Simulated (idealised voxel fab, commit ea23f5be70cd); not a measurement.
The document below concerns the process module designated voxel wiring stack.
Square cells of 5 nm make up the cross-section cut, whose width is 300 nm.
Cross-section format: a grid of square cells, given as bands from top to bottom; each band is one or more rows of cells.
Basically the band line says how high the top is and how high the bottom is, in nm, and then what's in it from left to right, every material with its width in nm. Empty space shows up as "blank", and if a single material carries "full width" it runs the full band edge to edge.
It should be noted that heights are counted from 0, beneath which the wafer as supplied is of one material throughout, and that the lowest band possesses no lower boundary but continues downward, as written in "0 and below".
With a width like "30->40", each row of cells in the band differs from the next by the same amount, the top row carrying the first number and the bottom row the second.
You'll sometimes find "everything unchanged" written for a step, and that's the way of saying that nowhere in the cross-section did a cell change during that step.
Each empty space that has no open way to the top and spans at least 8 cells appears under "Unvented internal voids" as width x height at distance, the distance counted from the left edge, all in nm.
Note: text after step settings on the step line = simulator remark on that step.
Regarding "overlay nm": on a step with a mask, it is the distance the mask lay to the right of its planned place; a negative value places it to the left.

### plan
- 1: RECEIVE, material Si
- 2: CONFORMAL_DEP, material SiO2, thk nm 10
- 3: DIRECTIONAL_DEP, material TiN, thk nm 5
- 4: DIRECTIONAL_DEP, material W, thk nm 25
- 5: MASKED_ETCH, tone cover, mask id METAL_1, width nm 25, pitch nm 45, etch materials W, depth nm 25, overlay nm 0
- 6: MASKED_ETCH, tone cover, mask id METAL_1, width nm 25, pitch nm 45, etch materials TiN, depth nm 5, overlay nm 0
- 7: FILL_DEP, material lowk, thk nm 10
- 8: CMP, height nm 40
- 9: CONFORMAL_DEP, material SiCN, thk nm 5
- 10: DIRECTIONAL_DEP, material lowk, thk nm 20
- 11: MASKED_ETCH, tone open, mask id PLUG_1, width nm 15, pitch nm 45, etch materials lowk, depth nm 20, overlay nm 0
- 12: MASKED_ETCH, tone open, mask id PLUG_1, width nm 15, pitch nm 45, etch materials SiCN, depth nm 5, overlay nm 0
- 13: CONFORMAL_DEP, material TiN, thk nm 5
- 14: FILL_DEP, material W, thk nm 5
- 15: CMP, height nm 65
- 16: CONFORMAL_DEP, material SiN, thk nm 5
- 17: DIRECTIONAL_DEP, material SiO2, thk nm 20
- 18: DIRECTIONAL_DEP, material aC, thk nm 10
- 19: PATTERN, tone open, mask id METAL_2, material resist, width nm 25, pitch nm 45, thk nm 25, overlay nm 0
- 20: DIRECTIONAL_ETCH, etch materials aC, depth nm 10
- 21: STRIP, etch materials resist
- 22: DIRECTIONAL_ETCH, etch materials SiO2, depth nm 20
- 23: DIRECTIONAL_ETCH, etch materials SiN, depth nm 5
- 24: STRIP, etch materials aC
- 25: CONFORMAL_DEP, material TiN, thk nm 5
- 26: FILL_DEP, material Cu, thk nm 5
- 27: CMP, height nm 90
- 28: CONFORMAL_DEP, material SiN, thk nm 5

### Shown in cross-section is the wafer as received, that is, as it stands after step 1
  0 and below = Si full width
  Unvented internal voids: none

### Cross-sectional result after module completion. Note: starting condition and plan are unchanged from above; one processing mistake was made
  95 down to 90 = SiN full width
  90 down to 70 = Cu 110 / TiN 5 / SiO2 25 / TiN 5 / Cu 10 / TiN 5 / SiO2 25 / TiN 5 / Cu 110
  70 down to 65 = TiN 115 / SiN 25 / TiN 20 / SiN 25 / TiN 115
  65 down to 45 = lowk 115 / TiN 5 / W 5 / TiN 5 / lowk 30 / TiN 5 / W 5 / TiN 5 / lowk 125
  45 down to 40 = SiCN 115 / TiN 15 / SiCN 30 / TiN 15 / SiCN 125
  40 down to 15 = lowk 115 / W 25 / lowk 20 / W 25 / lowk 115
  15 down to 10 = lowk 115 / TiN 25 / lowk 20 / TiN 25 / lowk 115
  10 down to 0 = SiO2 full width
  0 and below = Si full width
  Unvented internal voids: none
The plan and the run diverged here: contrary to plan, step 19 was performed as PATTERN, tone cover, mask id METAL_2, material resist, width nm 25, pitch nm 45, thk nm 25, overlay nm 0
